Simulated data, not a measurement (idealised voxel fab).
Process module, titled voxel transistor to metal
Cross-section cut spans 155 nm and uses square cells 5 nm in size.
Each cross-section below is a grid of square cells, stated as bands in top-down order, with one or more rows of cells making up each band.
In this notation a band is specified by the heights of its top and bottom, in that order and in nm, after which its materials appear from left to right, each paired with its width in nm. The word "everywhere" attached to a single material means that material fills the band from edge to edge; the word "empty" stands for empty space.
Height reference: 0 = level under which incoming wafer is all one material. Lowest band: no bottom, runs on downward, e.g. "0 down".
So if you see something like "30->40" for the width, read it as the top row of the band sitting at the first number and the bottom row at the second, with every row in between moving by the same amount as the last.
"no modifications" (step): cross-section cells unchanged, all of them.
Each empty space that has no open way to the top and spans at least 8 cells appears under "Closed empty spaces" as width x height at distance, the distance counted from the left edge, all in nm.
Read whatever lies past the settings on a step's line as the simulator's own remark about the step.
The "overlay nm" setting may appear on a step's line; for a step that uses a mask, it gives how far to the right of its planned position the mask lay, and a negative value indicates the left.

# Planned process steps
1 RECEIVE [material Si]
2 OXIDIZE [depth nm 5]
3 CONFORMAL_DEP [material SiN] [thk nm 15]
4 DIRECTIONAL_DEP [material aC] [thk nm 15]
5 PATTERN [tone cover] [mask id ACTIVE] [material resist] [width nm 120] [thk nm 30] [overlay nm 0]
6 DIRECTIONAL_ETCH [etch materials aC] [depth nm 15]
7 STRIP [etch materials resist]
8 DIRECTIONAL_ETCH [etch materials SiN] [depth nm 15]
9 DIRECTIONAL_ETCH [etch materials SiO2] [depth nm 5]
10 DIRECTIONAL_ETCH [etch materials Si] [depth nm 35]
11 STRIP [etch materials aC]
12 FILL_DEP [material SiO2] [thk nm 15]
13 CMP [height nm 15]
14 SELECTIVE_ETCH [etch materials SiO2] [depth nm 5]
15 STRIP [etch materials SiN]
16 SELECTIVE_ETCH [etch materials SiO2] [depth nm 5]
17 OXIDIZE [depth nm 5]
18 DIRECTIONAL_DEP [material polySi] [thk nm 20]
19 DIRECTIONAL_DEP [material SiCN] [thk nm 10]
20 MASKED_ETCH [tone cover] [mask id GATE] [width nm 30] [etch materials SiCN] [depth nm 20] [overlay nm 0]
21 MASKED_ETCH [tone cover] [mask id GATE] [width nm 30] [etch materials polySi] [depth nm 30] [overlay nm 0]
22 CONFORMAL_DEP [material SiO2] [thk nm 5]
23 DIRECTIONAL_ETCH [etch materials SiO2] [depth nm 5]
24 CONFORMAL_DEP [material SiN] [thk nm 10]
25 DIRECTIONAL_ETCH [etch materials SiN] [depth nm 10]
26 DIRECTIONAL_ETCH [etch materials SiO2] [depth nm 5]
27 DIRECTIONAL_ETCH [etch materials Si] [depth nm 15]
28 EPI [material SiGe] [thk nm 15]
29 FILL_DEP [material SiO2] [thk nm 10]
30 CMP [height nm 15]
31 STRIP [etch materials polySi]
32 SELECTIVE_ETCH [etch materials SiO2] [depth nm 5]
33 CONFORMAL_DEP [material HfO2] [thk nm 5]
34 CONFORMAL_DEP [material TiN] [thk nm 5]
35 FILL_DEP [material W] [thk nm 10]
36 CMP [height nm 10]
37 DIRECTIONAL_DEP [material SiO2] [thk nm 15]
38 DIRECTIONAL_DEP [material aC] [thk nm 15]
39 PATTERN [tone open] [mask id CONTACT] [material resist] [width nm 20] [pitch nm 80] [thk nm 30] [overlay nm 0]
40 DIRECTIONAL_ETCH [etch materials aC] [depth nm 15]
41 STRIP [etch materials resist]
42 DIRECTIONAL_ETCH [etch materials SiO2] [depth nm 20]
43 STRIP [etch materials aC]
44 CONFORMAL_DEP [material TiN] [thk nm 5]
45 FILL_DEP [material W] [thk nm 5]
46 CMP [height nm 25]
47 DIRECTIONAL_DEP [material TiN] [thk nm 5]
48 DIRECTIONAL_DEP [material W] [thk nm 15]
49 MASKED_ETCH [tone cover] [mask id METAL_1] [width nm 20] [pitch nm 80] [etch materials W] [depth nm 15] [overlay nm 0]
50 MASKED_ETCH [tone cover] [mask id METAL_1] [width nm 20] [pitch nm 80] [etch materials TiN] [depth nm 5] [overlay nm 0]
51 FILL_DEP [material SiO2] [thk nm 5]
52 CMP [height nm 45]
53 CONFORMAL_DEP [material SiCN] [thk nm 5]

# So this is the incoming wafer in cross-section - it's already been through step 1
	0 down: Si everywhere
	Closed empty spaces: none

# Post-module cross-section: identical start and plan to those above, one misstep in execution
	50 to 45: SiCN everywhere
	45 to 30: SiO2 (25) | W (20) | SiO2 (60) | W (20) | SiO2 (30)
	30 to 25: SiO2 (15) | TiN (30) | SiO2 (50) | TiN (30) | SiO2 (30)
	25 to 10: SiO2 (25) | TiN (5) | W (10) | TiN (5) | SiO2 (60) | TiN (5) | W (10) | TiN (5) | SiO2 (30)
	10 to 5: SiO2 (25) | TiN (20) | SiN (10) | HfO2 (5) | TiN (5) | W (20) | TiN (5) | HfO2 (5) | SiN (10) | TiN (20) | SiO2 (30)
	5 to 0: SiO2 (15) | SiN (10) | SiGe (20) | SiN (10) | HfO2 (5) | TiN (5) | W (20) | TiN (5) | HfO2 (5) | SiN (10) | SiGe (20) | SiN (10) | SiO2 (20)
	0 to -5: SiO2 (15) | SiN (10) | SiGe (20) | SiN (10) | HfO2 (5) | TiN (30) | HfO2 (5) | SiN (10) | SiGe (20) | SiN (10) | SiO2 (20)
	-5 to -10: SiO2 (25) | SiGe (20) | SiO2 (10) | HfO2 (40) | SiO2 (10) | SiGe (20) | SiO2 (30)
	-10 to -25: SiO2 (15) | Si (10) | SiGe (20) | Si (60) | SiGe (20) | Si (10) | SiO2 (20)
	-25 to -40: SiO2 (15) | Si (120) | SiO2 (20)
	-40 down: Si everywhere
	Closed empty spaces: none
What was done differently from what was planned? so step 50 ended up running with a different setting than we planned, it ran as MASKED_ETCH [tone cover] [mask id METAL_1] [width nm 20] [pitch nm 80] [etch materials TiN] [depth nm 5] [overlay nm -10]
